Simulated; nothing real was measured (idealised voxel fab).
Module name: voxel gate over fins (process module)
Displayed cross-section: cut, width of 235 nm, square cells sized 5 nm.
If you're reading a cross-section in this doc, picture square cells in a grid; it comes to you as bands, top ones listed first down to the bottom, and a band can be one or more rows of cells.
It is stipulated that each band's entry specify, in nanometres, the height of the top of the band and then that of its bottom, followed by the materials of the band in left-to-right sequence, each together with its width in nanometres. A single material marked by the word "edge to edge" is understood to fill the band from edge to edge; the word "empty" is understood to denote empty space.
It should be noted that heights are counted from 0, beneath which the wafer as supplied is of one material throughout, and that the lowest band possesses no lower boundary but continues downward, as written in "from 0 down".
Read "30..40" as a graded width: first number on top, second number at the bottom, same change between each pair of neighbouring rows.
What does "nothing changed" mean for a step? It means no cell of the cross-section changed in that step.
Empty spaces without an open route to the top, at least 8 cells in extent, make up the entry "Non-vented voids"; each is given as width x height at distance, where the distance is measured from the left edge, and all are in nm.
On a step's line, text after the settings is the simulator commenting on that step.
overlay nm: right-of-plan distance of the mask on a masked step; negative values mean left-of-plan.

Plan:
step 1: RECEIVE with material Si
step 2: CONFORMAL_DEP with material SiN, thk nm 5
step 3: PATTERN with tone cover, mask id FINS, material resist, width nm 15, pitch nm 40, thk nm 15, overlay nm 0
step 4: DIRECTIONAL_ETCH with etch materials SiN, depth nm 5
step 5: DIRECTIONAL_ETCH with etch materials Si, depth nm 35
step 6: STRIP with etch materials resist
step 7: OXIDIZE with depth nm 5
step 8: FILL_DEP with material SiO2, thk nm 10
step 9: CMP with height nm 5
step 10: SELECTIVE_ETCH with etch materials SiO2, depth nm 15
step 11: STRIP with etch materials SiN
step 12: CONFORMAL_DEP with material HfO2, thk nm 5
step 13: CONFORMAL_DEP with material TiN, thk nm 5
step 14: CONFORMAL_DEP with material TiAl, thk nm 5
step 15: CONFORMAL_DEP with material TiN, thk nm 5
step 16: FILL_DEP with material W, thk nm 10
step 17: CMP with height nm 25
step 18: CONFORMAL_DEP with material SiCN, thk nm 5

Delivered wafer in cross-section: state after step 1:
from 0 down | Si edge to edge
Non-vented voids: none

Cross-section, end of module. Start: as above. Plan: as above. Execution: one mistake:
from 30 to 25 | SiCN edge to edge
from 25 to 20 | 70 of W; 95 of TiN; 70 of W
from 20 to 15 | 70 of W; 5 of TiN; 85 of TiAl; 5 of TiN; 70 of W
from 15 to 10 | 70 of W; 5 of TiN; 5 of TiAl; 35 of TiN; 5 of TiAl; 35 of TiN; 5 of TiAl; 5 of TiN; 70 of W
from 10 to 5 | 70 of W; 5 of TiN; 5 of TiAl; 5 of TiN; 25 of HfO2; 5 of TiN; 5 of TiAl; 5 of TiN; 25 of HfO2; 5 of TiN; 5 of TiAl; 5 of TiN; 70 of W
from 5 to 0 | 70 of W; 5 of TiN; 5 of TiAl; 5 of TiN; 5 of HfO2; 15 of SiN; 5 of HfO2; 5 of TiN; 5 of TiAl; 5 of TiN; 5 of HfO2; 15 of SiN; 5 of HfO2; 5 of TiN; 5 of TiAl; 5 of TiN; 70 of W
from 0 to -10 | 70 of W; 5 of TiN; 5 of TiAl; 5..10 of TiN; 10..5 of HfO2; 5 of Si; 10..5 of HfO2; 5..10 of TiN; 5 of TiAl; 5..10 of TiN; 10..5 of HfO2; 5 of Si; 10..5 of HfO2; 5..10 of TiN; 5 of TiAl; 5 of TiN; 70 of W
from -10 to -15 | 70 of W; 5 of TiN; 10 of TiAl; 5 of TiN; 5 of HfO2; 5 of Si; 5 of HfO2; 5 of TiN; 15 of TiAl; 5 of TiN; 5 of HfO2; 5 of Si; 5 of HfO2; 5 of TiN; 10 of TiAl; 5 of TiN; 70 of W
from -15 to -20 | 70 of W; 10 of TiN; 5 of TiAl; 5 of TiN; 5 of HfO2; 5 of Si; 5 of HfO2; 5 of TiN; 5 of TiAl; 5 of empty; 5 of TiAl; 5 of TiN; 5 of HfO2; 5 of Si; 5 of HfO2; 5 of TiN; 5 of TiAl; 10 of TiN; 70 of W
from -20 to -25 | 80 of TiN; 5 of TiAl; 5 of TiN; 5 of HfO2; 5 of Si; 5 of HfO2; 5 of TiN; 5 of TiAl; 5 of empty; 5 of TiAl; 5 of TiN; 5 of HfO2; 5 of Si; 5 of HfO2; 5 of TiN; 5 of TiAl; 80 of TiN
from -25 to -30 | 85 of TiAl; 5 of TiN; 5 of HfO2; 5 of Si; 5 of HfO2; 5 of TiN; 15 of TiAl; 5 of TiN; 5 of HfO2; 5 of Si; 5 of HfO2; 5 of TiN; 85 of TiAl
from -30 to -35 | 90 of TiN; 5 of HfO2; 5 of Si; 5 of HfO2; 25 of TiN; 5 of HfO2; 5 of Si; 5 of HfO2; 90 of TiN
from -35 to -40 | 95 of HfO2; 5 of Si; 35 of HfO2; 5 of Si; 95 of HfO2
from -40 down | Si edge to edge
Non-vented voids: none
Deviation noted in wafer processing: step 11: run off-plan, actual operation and settings STRIP with etch materials SiO2
